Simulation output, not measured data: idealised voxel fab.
Process module, titled voxel ribs on slabs
Section shown: cut. Width: 200 nm. Cell size: 5 nm, square.
Heads up, the way a cross-section reads in here is a grid of square cells, handed over as bands from the top down, with every band being one or more rows of cells.
Each band's line starts with the height of the band's top and of its bottom, in nm. Then come its materials from left to right, each with its width in nm. One material with "everywhere" fills the band from edge to edge. "empty" is empty space.
Below 0: as-received wafer, all one material; heights counted from there. Lowest band: no bottom, goes on down, written "z 0 and below".
You'd read "30..40" like this: the band's top row of cells is as wide as the first number, its bottom row is as wide as the second, and going down, every row changes width by the same amount as the row before did.
The cross-section has no changed cell in any step marked "no change occurred".
"Enclosed internal voids" means: voids of 8 cells or more that are shut off from the top with no open way through. Written width x height at distance, distance from the left edge, in nm.
Text after the settings on a step's line: the simulator's own remark on that step.
overlay nm: for a step with a mask, the amount by which the mask lay right of where it was planned; a negative amount means left of it.

Planned process steps:
1,RECEIVE,material Si
2,DIRECTIONAL_DEP,material SiO2,thk nm 30
3,DIRECTIONAL_DEP,material polySi,thk nm 15
4,PATTERN,tone cover,mask id RIB,material resist,width nm 30,thk nm 20,overlay nm 0
5,DIRECTIONAL_ETCH,etch materials polySi,depth nm 10
6,STRIP,etch materials resist
7,MASKED_ETCH,tone cover,mask id SLAB,width nm 80,etch materials polySi,depth nm 5,overlay nm 0
8,FILL_DEP,material SiO2,thk nm 30
9,CMP,height nm 65
10,DIRECTIONAL_DEP,material TiN,thk nm 10
11,DIRECTIONAL_DEP,material aC,thk nm 15
12,PATTERN,tone cover,mask id HEATER,material resist,width nm 40,thk nm 30,overlay nm 0
13,DIRECTIONAL_ETCH,etch materials aC,depth nm 15
14,STRIP,etch materials resist
15,DIRECTIONAL_ETCH,etch materials TiN,depth nm 10
16,STRIP,etch materials aC
17,CONFORMAL_DEP,material SiO2,thk nm 10

Cross-section of the wafer as it came to us, i.e., already through step 1:
> z 0 and below  Si everywhere
> Enclosed internal voids: none

Cross-sectional image of the first of two wafers at the end of the module, the run having proceeded as planned:
> z 85 to 75  empty: 70, SiO2: 60, empty: 70
> z 75 to 65  SiO2: 80, TiN: 40, SiO2: 80
> z 65 to 45  SiO2 everywhere
> z 45 to 35  SiO2: 85, polySi: 30, SiO2: 85
> z 35 to 30  SiO2: 60, polySi: 80, SiO2: 60
> z 30 to 0  SiO2 everywhere
> z 0 and below  Si everywhere
> Enclosed internal voids: none

Module end: cross-section of wafer two of two. Same start and process plan as the first wafer. One mistake during execution:
> z 85 to 75  empty: 65, SiO2: 70, empty: 65
> z 75 to 65  SiO2: 75, TiN: 50, SiO2: 75
> z 65 to 45  SiO2 everywhere
> z 45 to 35  SiO2: 85, polySi: 30, SiO2: 85
> z 35 to 30  SiO2: 60, polySi: 80, SiO2: 60
> z 30 to 0  SiO2 everywhere
> z 0 and below  Si everywhere
> Enclosed internal voids: none
Plan not followed: step 12 did not happen as planned, as run it was PATTERN,tone cover,mask id HEATER,material resist,width nm 50,thk nm 30,overlay nm 0
Heads up, by the end the second wafer has more or fewer cells of some materials compared to the first: TiN: 4 more
